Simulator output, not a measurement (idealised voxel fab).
Proc. module: voxel transistor to metal
The cross-section shown here is cut; it is 145 nm wide and divided into square cells measuring 5 nm on a side.
We lay out every cross-section as a grid of square cells and spell it out in bands from the top down, where one band means one or more rows of cells. Look at the band entry: it leads with the top's height and the bottom's height in nm. Then it lists the materials left to right, with a width in nm for each. The word "edge to edge" on a single material says that material fills the band edge to edge. The word "blank" is empty space. Measure heights from 0. That's the level where, below it, the as-received wafer is all one material. The lowest band is bottomless and extends downward; write it as in "0 down". A width given as "30 to 40" starts at the first number in the band's top row and ends at the second number in its bottom row, shifting by an equal amount at every step from row to row. It should be understood that the words "remained the same", when stated for a given step, signify that the cross-section underwent no change in any of its cells during that step. Closed empty spaces (no open way to the top) of 8 cells or more are what "Closed empty spaces" lists, each as width x height at distance from the left edge, nm for all three. Step line, after settings: the simulator's comment on this step. Among the settings permitted on a step's line is "overlay nm"; applied to a step with a mask, it specifies the extent to which the mask lay to the right of its planned position, whereas a negative figure signifies a position to the left.
[The following list gives the planned process steps]
1,RECEIVE,material Si
2,CONFORMAL_DEP,material SiO2,thk nm 5
3,CONFORMAL_DEP,material SiN,thk nm 15
4,DIRECTIONAL_DEP,material aC,thk nm 10
5,PATTERN,tone cover,mask id ACTIVE,material resist,width nm 100,thk nm 25,overlay nm 0
6,DIRECTIONAL_ETCH,etch materials aC,depth nm 10
7,STRIP,etch materials resist
8,DIRECTIONAL_ETCH,etch materials SiN,depth nm 15
9,DIRECTIONAL_ETCH,etch materials SiO2,depth nm 5
10,DIRECTIONAL_ETCH,etch materials Si,depth nm 20
11,STRIP,etch materials aC
12,FILL_DEP,material SiO2,thk nm 15
13,CMP,height nm 20
14,SELECTIVE_ETCH,etch materials SiO2,depth nm 15
15,STRIP,etch materials SiN
16,SELECTIVE_ETCH,etch materials SiO2,depth nm 5
17,OXIDIZE,depth nm 5
18,DIRECTIONAL_DEP,material polySi,thk nm 25
19,DIRECTIONAL_DEP,material SiCN,thk nm 10
20,MASKED_ETCH,tone cover,mask id GATE,width nm 20,etch materials SiCN,depth nm 20,overlay nm 0
21,MASKED_ETCH,tone cover,mask id GATE,width nm 20,etch materials polySi,depth nm 35,overlay nm 0
22,CONFORMAL_DEP,material SiO2,thk nm 5
23,DIRECTIONAL_ETCH,etch materials SiO2,depth nm 5
24,CONFORMAL_DEP,material SiN,thk nm 10
25,DIRECTIONAL_ETCH,etch materials SiN,depth nm 10
26,DIRECTIONAL_ETCH,etch materials SiO2,depth nm 5
27,DIRECTIONAL_ETCH,etch materials Si,depth nm 5
28,EPI,material pSi,thk nm 10
29,FILL_DEP,material SiO2,thk nm 10
30,CMP,height nm 35
31,DIRECTIONAL_DEP,material SiO2,thk nm 15
32,MASKED_ETCH,tone open,mask id CONTACT,width nm 20,pitch nm 70,etch materials SiO2,depth nm 50,overlay nm 0
33,CONFORMAL_DEP,material TiN,thk nm 5
34,FILL_DEP,material W,thk nm 10
35,CMP,height nm 50
36,CONFORMAL_DEP,material SiN,thk nm 5
37,DIRECTIONAL_DEP,material lowk,thk nm 15
38,MASKED_ETCH,tone open,mask id METAL_1,width nm 20,pitch nm 70,etch materials lowk,depth nm 15,overlay nm 0
39,MASKED_ETCH,tone open,mask id METAL_1,width nm 20,pitch nm 70,etch materials SiN,depth nm 5,overlay nm 0
40,CONFORMAL_DEP,material TiN,thk nm 5
41,FILL_DEP,material Cu,thk nm 10
42,CMP,height nm 70
43,CONFORMAL_DEP,material SiCN,thk nm 5
44,DIRECTIONAL_DEP,material lowk,thk nm 30
45,DIRECTIONAL_DEP,material aC,thk nm 10
46,PATTERN,tone open,mask id METAL_2,material resist,width nm 20,pitch nm 70,thk nm 30,overlay nm 0
47,DIRECTIONAL_ETCH,etch materials aC,depth nm 10
48,STRIP,etch materials resist
49,DIRECTIONAL_ETCH,etch materials lowk,depth nm 15
50,STRIP,etch materials aC
51,DIRECTIONAL_DEP,material aC,thk nm 10
52,PATTERN,tone open,mask id METAL_2_HOLES,material resist,width nm 15,pitch nm 70,thk nm 30,overlay nm 0
53,DIRECTIONAL_ETCH,etch materials aC,depth nm 10
54,STRIP,etch materials resist
55,DIRECTIONAL_ETCH,etch materials lowk,depth nm 15
56,DIRECTIONAL_ETCH,etch materials SiCN,depth nm 5
57,STRIP,etch materials aC
58,CONFORMAL_DEP,material TiN,thk nm 5
59,FILL_DEP,material Ru,thk nm 10
60,CMP,height nm 105
61,CONFORMAL_DEP,material SiCN,thk nm 5
[Cross-section: wafer on arrival = after step 1]
0 down | Si edge to edge
Closed empty spaces: none
[Below is the wafer in cross-section after the module was completed. It began from the starting point shown above and followed the plan shown above, except that one mistake was made while running it]
110 to 105 | SiCN edge to edge
105 to 95 | lowk: 25 | TiN: 5 | Ru: 10 | TiN: 5 | lowk: 50 | TiN: 5 | Ru: 10 | TiN: 5 | lowk: 30
95 to 90 | lowk: 25 | TiN: 5 | Ru: 5 | TiN: 10 | lowk: 50 | TiN: 5 | Ru: 5 | TiN: 10 | lowk: 30
90 to 75 | lowk: 25 | TiN: 5 | Ru: 5 | TiN: 5 | lowk: 55 | TiN: 5 | Ru: 5 | TiN: 5 | lowk: 35
75 to 70 | SiCN: 25 | TiN: 15 | SiCN: 55 | TiN: 15 | SiCN: 35
70 to 55 | lowk: 25 | TiN: 5 | Cu: 10 | TiN: 5 | lowk: 50 | TiN: 5 | Cu: 10 | TiN: 5 | lowk: 30
55 to 50 | SiN: 25 | TiN: 20 | SiN: 50 | TiN: 20 | SiN: 30
50 to 40 | SiO2: 25 | TiN: 5 | W: 15 | TiN: 5 | SiO2: 45 | TiN: 5 | W: 15 | TiN: 5 | SiO2: 25
40 to 35 | SiO2: 25 | TiN: 5 | W: 10 | TiN: 10 | SiO2: 45 | TiN: 5 | W: 15 | TiN: 5 | SiO2: 25
35 to 25 | SiO2: 25 | TiN: 5 | W: 10 | TiN: 5 | SiN: 10 | SiO2: 5 | SiCN: 20 | SiO2: 5 | SiN: 10 | TiN: 5 | W: 15 | TiN: 5 | SiO2: 25
25 to 10 | SiO2: 25 | TiN: 5 | W: 10 | TiN: 5 | SiN: 10 | SiO2: 5 | polySi: 20 | SiO2: 5 | SiN: 10 | TiN: 5 | W: 15 | TiN: 5 | SiO2: 25
10 to 5 | SiO2: 25 | TiN: 20 | SiN: 10 | SiO2: 5 | polySi: 20 | SiO2: 5 | SiN: 10 | TiN: 15 | W: 5 | TiN: 5 | SiO2: 25
5 to 0 | SiO2: 25 | TiN: 10 | pSi: 10 | SiN: 10 | SiO2: 5 | polySi: 20 | SiO2: 5 | SiN: 10 | pSi: 10 | TiN: 15 | SiO2: 25
0 to -5 | SiO2: 15 | pSi: 30 | SiO2: 50 | pSi: 30 | SiO2: 20
-5 to -10 | SiO2: 20 | pSi: 25 | Si: 50 | pSi: 25 | SiO2: 25
-10 to -20 | SiO2: 20 | Si: 100 | SiO2: 25
-20 down | Si edge to edge
Closed empty spaces: none
Nonconformance to the process plan: step 32, actual vs plan mismatch, actual run MASKED_ETCH,tone open,mask id CONTACT,width nm 25,pitch nm 70,etch materials SiO2,depth nm 50,overlay nm 0
